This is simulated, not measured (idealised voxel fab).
The document below concerns the process module designated voxel wiring stack.
255 nm wide, 5 nm square cells: that's cross-section cut.
Each cross-section below is a grid of square cells, stated as bands in top-down order, with one or more rows of cells making up each band. This entry defines a band. It first specifies the height of the band's top and the height of its bottom in nm, and then specifies the band's materials from left to right, stating each material with its width in nm. The word "all across" identifies a single material that fills the band from edge to edge, while the word "empty" identifies empty space. Ref level 0: as-received wafer is one material below here. Bottom band extends down with no lower bound ("top 0, no bottom"). Width spec "30 to 40" -> top row of cells at first value, bottom row at second value, equal per-row change in between. The designation "everything unchanged", where it is given for a processing step, indicates that no cell of the cross-section was altered in the course of that step. Empty spaces without an open route to the top, at least 8 cells in extent, make up the entry "Voids, fully enclosed"; each is given as width x height at distance, where the distance is measured from the left edge, and all are in nm. Note: text after step settings on the step line = simulator remark on that step. The optional step-line setting "overlay nm" applies to steps with a mask and quantifies how far to the right of its planned location the mask lay, a negative value indicating leftward placement.
Process steps (planned):
1. RECEIVE: material Si
2. CONFORMAL_DEP: material SiO2, thk nm 10
3. CONFORMAL_DEP: material SiCN, thk nm 5
4. DIRECTIONAL_DEP: material SiO2, thk nm 20
5. MASKED_ETCH: tone open, mask id METAL_1, width nm 25, pitch nm 55, etch materials SiO2, depth nm 20, overlay nm 0
6. MASKED_ETCH: tone open, mask id METAL_1, width nm 25, pitch nm 55, etch materials SiCN, depth nm 5, overlay nm 0
7. CONFORMAL_DEP: material TiN, thk nm 5
8. FILL_DEP: material W, thk nm 5
9. CMP: height nm 35
10. EPI: material Ru, thk nm 5
11. FILL_DEP: material SiCN, thk nm 5
12. DIRECTIONAL_DEP: material lowk, thk nm 25
13. DIRECTIONAL_DEP: material aC, thk nm 10
14. PATTERN: tone open, mask id METAL_2_HOLES, material resist, width nm 15, pitch nm 55, thk nm 30, overlay nm 0
15. DIRECTIONAL_ETCH: etch materials aC, depth nm 10
16. STRIP: etch materials resist
17. DIRECTIONAL_ETCH: etch materials lowk, depth nm 25
18. STRIP: etch materials aC
19. PATTERN: tone open, mask id METAL_2, material resist, width nm 25, pitch nm 55, thk nm 20, overlay nm 0
20. DIRECTIONAL_ETCH: etch materials lowk, depth nm 15
21. DIRECTIONAL_ETCH: etch materials SiCN, depth nm 5
22. STRIP: etch materials resist
23. CONFORMAL_DEP: material TiN, thk nm 5
24. FILL_DEP: material Ru, thk nm 10
25. CMP: height nm 70
26. CONFORMAL_DEP: material SiCN, thk nm 5
27. DIRECTIONAL_DEP: material lowk, thk nm 25
28. DIRECTIONAL_DEP: material aC, thk nm 15
29. PATTERN: tone open, mask id METAL_3, material resist, width nm 25, pitch nm 55, thk nm 30, overlay nm 0
30. DIRECTIONAL_ETCH: etch materials aC, depth nm 15
31. STRIP: etch materials resist
32. DIRECTIONAL_ETCH: etch materials lowk, depth nm 15
33. STRIP: etch materials aC
34. PATTERN: tone open, mask id METAL_3_HOLES, material resist, width nm 15, pitch nm 55, thk nm 20, overlay nm 0
35. DIRECTIONAL_ETCH: etch materials lowk, depth nm 10
36. DIRECTIONAL_ETCH: etch materials SiCN, depth nm 5
37. STRIP: etch materials resist
38. CONFORMAL_DEP: material TiN, thk nm 5
39. FILL_DEP: material Cu, thk nm 10
40. CMP: height nm 100
41. CONFORMAL_DEP: material SiN, thk nm 5
Cross-section of the incoming wafer, state after step 1:
top 0, no bottom = Si all across
Voids, fully enclosed: none
Cross-sectional result after module completion. Note: starting condition and plan are unchanged from above; one processing mistake was made:
top 105, bottom 100 = SiN all across
top 100, bottom 90 = 60 nm lowk  5 nm TiN  15 nm Cu  5 nm TiN  30 nm lowk  5 nm TiN  15 nm Cu  5 nm TiN  30 nm lowk  5 nm TiN  15 nm Cu  5 nm TiN  60 nm lowk
top 90, bottom 85 = 60 nm lowk  5 nm TiN  5 nm Cu  15 nm TiN  30 nm lowk  5 nm TiN  5 nm Cu  15 nm TiN  30 nm lowk  5 nm TiN  5 nm Cu  15 nm TiN  60 nm lowk
top 85, bottom 75 = 60 nm lowk  5 nm TiN  5 nm Cu  5 nm TiN  40 nm lowk  5 nm TiN  5 nm Cu  5 nm TiN  40 nm lowk  5 nm TiN  5 nm Cu  5 nm TiN  70 nm lowk
top 75, bottom 70 = 60 nm SiCN  15 nm TiN  40 nm SiCN  15 nm TiN  40 nm SiCN  15 nm TiN  70 nm SiCN
top 70, bottom 60 = 60 nm lowk  5 nm TiN  15 nm Ru  5 nm TiN  30 nm lowk  5 nm TiN  15 nm Ru  5 nm TiN  30 nm lowk  5 nm TiN  15 nm Ru  5 nm TiN  60 nm lowk
top 60, bottom 55 = 60 nm lowk  5 nm TiN  5 nm Ru  15 nm TiN  30 nm lowk  5 nm TiN  5 nm Ru  15 nm TiN  30 nm lowk  5 nm TiN  5 nm Ru  15 nm TiN  60 nm lowk
top 55, bottom 45 = 60 nm lowk  5 nm TiN  5 nm Ru  5 nm TiN  40 nm lowk  5 nm TiN  5 nm Ru  5 nm TiN  40 nm lowk  5 nm TiN  5 nm Ru  5 nm TiN  70 nm lowk
top 45, bottom 40 = 60 nm SiCN  15 nm TiN  40 nm SiCN  15 nm TiN  40 nm SiCN  15 nm TiN  70 nm SiCN
top 40, bottom 35 = Ru all across
top 35, bottom 30 = 65 nm TiN  15 nm W  40 nm TiN  15 nm W  40 nm TiN  15 nm W  65 nm TiN
top 30, bottom 15 = 60 nm SiO2  5 nm TiN  15 nm W  5 nm TiN  30 nm SiO2  5 nm TiN  15 nm W  5 nm TiN  30 nm SiO2  5 nm TiN  15 nm W  5 nm TiN  60 nm SiO2
top 15, bottom 10 = 60 nm SiO2  25 nm TiN  30 nm SiO2  25 nm TiN  30 nm SiO2  25 nm TiN  60 nm SiO2
top 10, bottom 0 = SiO2 all across
top 0, no bottom = Si all across
Voids, fully enclosed: none
Finding, execution versus plan: plan step 3: skipped, not run
